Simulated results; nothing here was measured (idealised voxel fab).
process module | voxel capacitor over wiring
cross-section cut | 300 nm wide | cells 5 nm
A cross-section is a grid of square cells, given in bands from the top down. A band is one or more rows of cells.
Each band's line starts with the height of the band's top and of its bottom, in nm. Then come its materials from left to right, each with its width in nm. One material with "throughout" fills the band from edge to edge. "air" is empty space.
Height 0 is the level under which the wafer as received is all one material. The lowest band goes on downwards, as in "0 down".
A width such as "30 to 40" changes by the same amount from each row of cells to the next, from the band's top row to its bottom row.
"no change" after a step means that no cell of the cross-section changed.
closed voids: empty space of 8 cells or more with no open way to the top, each as width x height at its distance from the left edge, in nm
after a step's settings: what the simulator itself notes on the step
overlay nm, on a step with a mask: how far to the right of its planned place the mask lay; to the left if negative
plan
1 op RECEIVE | material Si
2 op CONFORMAL_DEP | material SiO2 | thk nm 15
3 op CONFORMAL_DEP | material SiN | thk nm 5
4 op DIRECTIONAL_DEP | material lowk | thk nm 20
5 op DIRECTIONAL_DEP | material aC | thk nm 15
6 op PATTERN | tone open | mask id METAL_1 | material resist | width nm 20 | pitch nm 85 | thk nm 30 | overlay nm 0
7 op DIRECTIONAL_ETCH | etch materials aC | depth nm 15
8 op STRIP | etch materials resist
9 op DIRECTIONAL_ETCH | etch materials lowk | depth nm 20
10 op DIRECTIONAL_ETCH | etch materials SiN | depth nm 5
11 op STRIP | etch materials aC
12 op CONFORMAL_DEP | material TiN | thk nm 5
13 op FILL_DEP | material Cu | thk nm 10
14 op CMP | height nm 40
15 op CONFORMAL_DEP | material SiCN | thk nm 5
16 op DIRECTIONAL_DEP | material lowk | thk nm 20
17 op PATTERN | tone open | mask id PLUG_1 | material resist | width nm 15 | thk nm 20 | overlay nm 0
18 op DIRECTIONAL_ETCH | etch materials lowk | depth nm 20
19 op DIRECTIONAL_ETCH | etch materials SiCN | depth nm 5
20 op STRIP | etch materials resist
21 op EPI | material Ru | thk nm 10
22 op EPI | material Ru | thk nm 10
23 op EPI | material Ru | thk nm 5
24 op DIRECTIONAL_DEP | material TiN | thk nm 5
25 op DIRECTIONAL_DEP | material SiN | thk nm 5
26 op DIRECTIONAL_DEP | material TiN | thk nm 10
27 op PATTERN | tone cover | mask id UPPER_PLATE | material resist | width nm 70 | thk nm 15 | overlay nm 0
28 op DIRECTIONAL_ETCH | etch materials TiN | depth nm 10
29 op DIRECTIONAL_ETCH | etch materials SiN | depth nm 5
30 op STRIP | etch materials resist
31 op MASKED_ETCH | tone cover | mask id LOWER_PLATE | width nm 80 | etch materials TiN | depth nm 5 | overlay nm 0
32 op FILL_DEP | material SiO2 | thk nm 20
33 op CMP | height nm 100
34 op MASKED_ETCH | tone open | mask id PLUG_2 | width nm 15 | etch materials SiO2 | depth nm 15 | overlay nm 0
35 op CONFORMAL_DEP | material TiN | thk nm 5
36 op FILL_DEP | material Cu | thk nm 10
37 op CMP | height nm 100
38 op CONFORMAL_DEP | material SiCN | thk nm 5
first wafer, as planned
as received, after step 1
  0 down: Si throughout
  closed voids: none
after step 2
  15 to 0: SiO2 throughout
  below 0: unchanged
after step 3
  20 to 15: SiN throughout
  below 15: unchanged
after step 4
  40 to 20: lowk throughout
  below 20: unchanged
after step 5
  55 to 40: aC throughout
  below 40: unchanged
after step 6
  85 to 55: resist 95 | air 20 | resist 65 | air 20 | resist 100
  below 55: unchanged
after step 7
  70 to 55: resist 95 | air 20 | resist 65 | air 20 | resist 100
  55 to 40: aC 95 | air 20 | aC 65 | air 20 | aC 100
  below 40: unchanged
after step 8
  55 to 40: aC 95 | air 20 | aC 65 | air 20 | aC 100
  below 40: unchanged
after step 9
  55 to 40: aC 95 | air 20 | aC 65 | air 20 | aC 100
  40 to 20: lowk 95 | air 20 | lowk 65 | air 20 | lowk 100
  below 20: unchanged
after step 10
  55 to 40: aC 95 | air 20 | aC 65 | air 20 | aC 100
  40 to 20: lowk 95 | air 20 | lowk 65 | air 20 | lowk 100
  20 to 15: SiN 95 | air 20 | SiN 65 | air 20 | SiN 100
  below 15: unchanged
after step 11
  40 to 20: lowk 95 | air 20 | lowk 65 | air 20 | lowk 100
  below 20: unchanged
after step 12
  45 to 40: TiN 100 | air 10 | TiN 75 | air 10 | TiN 105
  40 to 20: lowk 95 | TiN 5 | air 10 | TiN 5 | lowk 65 | TiN 5 | air 10 | TiN 5 | lowk 100
  20 to 15: SiN 95 | TiN 20 | SiN 65 | TiN 20 | SiN 100
  below 15: unchanged
after step 13
  55 to 45: Cu throughout
  45 to 40: TiN 100 | Cu 10 | TiN 75 | Cu 10 | TiN 105
  40 to 20: lowk 95 | TiN 5 | Cu 10 | TiN 5 | lowk 65 | TiN 5 | Cu 10 | TiN 5 | lowk 100
  below 20: unchanged
after step 14
  40 to 20: lowk 95 | TiN 5 | Cu 10 | TiN 5 | lowk 65 | TiN 5 | Cu 10 | TiN 5 | lowk 100
  below 20: unchanged
after step 15
  45 to 40: SiCN throughout
  below 40: unchanged
after step 16
  65 to 45: lowk throughout
  below 45: unchanged
after step 17
  85 to 65: resist 100 | air 15 | resist 185
  below 65: unchanged
after step 18
  85 to 65: resist 100 | air 15 | resist 185
  65 to 45: lowk 100 | air 15 | lowk 185
  below 45: unchanged
after step 19
  85 to 65: resist 100 | air 15 | resist 185
  65 to 45: lowk 100 | air 15 | lowk 185
  45 to 40: SiCN 100 | air 15 | SiCN 185
  below 40: unchanged
after step 20
  65 to 45: lowk 100 | air 15 | lowk 185
  below 45: unchanged
after step 21
  65 to 50: lowk 100 | air 15 | lowk 185
  50 to 45: lowk 100 | Ru 15 | lowk 185
  45 to 40: SiCN 100 | Ru 15 | SiCN 185
  below 40: unchanged
after step 22
  65 to 60: lowk 100 | air 15 | lowk 185
  60 to 45: lowk 100 | Ru 15 | lowk 185
  below 45: unchanged
after step 23
  65 to 45: lowk 100 | Ru 15 | lowk 185
  below 45: unchanged
after step 24
  70 to 65: TiN throughout
  below 65: unchanged
after step 25
  75 to 70: SiN throughout
  below 70: unchanged
after step 26
  85 to 75: TiN throughout
  below 75: unchanged
after step 27
  100 to 85: air 100 | resist 70 | air 130
  below 85: unchanged
after step 28
  100 to 85: air 100 | resist 70 | air 130
  85 to 75: air 100 | TiN 70 | air 130
  below 75: unchanged
after step 29
  100 to 85: air 100 | resist 70 | air 130
  85 to 75: air 100 | TiN 70 | air 130
  75 to 70: air 100 | SiN 70 | air 130
  below 70: unchanged
after step 30
  85 to 75: air 100 | TiN 70 | air 130
  below 75: unchanged
after step 31
  85 to 75: air 100 | TiN 70 | air 130
  75 to 70: air 100 | SiN 70 | air 130
  70 to 65: air 95 | TiN 80 | air 125
  below 65: unchanged
after step 32
  105 to 85: SiO2 throughout
  85 to 75: SiO2 100 | TiN 70 | SiO2 130
  75 to 70: SiO2 100 | SiN 70 | SiO2 130
  70 to 65: SiO2 95 | TiN 80 | SiO2 125
  below 65: unchanged
after step 33
  100 to 85: SiO2 throughout
  below 85: unchanged
after step 34
  100 to 85: SiO2 110 | air 15 | SiO2 175
  below 85: unchanged
after step 35
  105 to 100: TiN 115 | air 5 | TiN 180
  100 to 90: SiO2 110 | TiN 5 | air 5 | TiN 5 | SiO2 175
  90 to 85: SiO2 110 | TiN 15 | SiO2 175
  below 85: unchanged
after step 36
  115 to 105: Cu throughout
  105 to 100: TiN 115 | Cu 5 | TiN 180
  100 to 90: SiO2 110 | TiN 5 | Cu 5 | TiN 5 | SiO2 175
  below 90: unchanged
after step 37
  100 to 90: SiO2 110 | TiN 5 | Cu 5 | TiN 5 | SiO2 175
  below 90: unchanged
after step 38
  105 to 100: SiCN throughout
  below 100: unchanged
second wafer: like start, like plan, one mistake. Through step 26 it matches the first wafer
when step 27 should have ended
  100 to 85: air 110 | resist 70 | air 120
  below 85: unchanged
when step 28 should have ended
  100 to 85: air 110 | resist 70 | air 120
  85 to 75: air 110 | TiN 70 | air 120
  below 75: unchanged
when step 29 should have ended
  100 to 85: air 110 | resist 70 | air 120
  85 to 75: air 110 | TiN 70 | air 120
  75 to 70: air 110 | SiN 70 | air 120
  below 70: unchanged
when step 30 should have ended
  85 to 75: air 110 | TiN 70 | air 120
  below 75: unchanged
when step 31 should have ended
  85 to 75: air 110 | TiN 65 to 70 | air 125 to 120
  75 to 70: air 110 | SiN 70 | air 120
  70 to 65: air 95 | TiN 85 | air 120
  below 65: unchanged
when step 32 should have ended
  105 to 85: SiO2 throughout
  85 to 75: SiO2 110 | TiN 65 to 70 | SiO2 125 to 120
  75 to 70: SiO2 110 | SiN 70 | SiO2 120
  70 to 65: SiO2 95 | TiN 85 | SiO2 120
  below 65: unchanged
when step 33 should have ended
  100 to 85: SiO2 throughout
  below 85: unchanged
when step 34 should have ended
  100 to 85: SiO2 110 | air 15 | SiO2 175
  below 85: unchanged
when step 35 should have ended
  105 to 100: TiN 115 | air 5 | TiN 180
  100 to 90: SiO2 110 | TiN 5 | air 5 | TiN 5 | SiO2 175
  90 to 80: SiO2 110 | TiN 15 to 65 | SiO2 175 to 125
  below 80: unchanged
when step 36 should have ended
  115 to 105: Cu throughout
  105 to 100: TiN 115 | Cu 5 | TiN 180
  100 to 90: SiO2 110 | TiN 5 | Cu 5 | TiN 5 | SiO2 175
  below 90: unchanged
when step 37 should have ended
  100 to 90: SiO2 110 | TiN 5 | Cu 5 | TiN 5 | SiO2 175
  below 90: unchanged
when step 38 should have ended
  105 to 100: SiCN throughout
  below 100: unchanged
what went wrong: step 27 ran as: op PATTERN | tone cover | mask id UPPER_PLATE | material resist | width nm 70 | thk nm 15 | overlay nm 10
at the end the second wafer has, in cells: as many of each material as the first, in other places
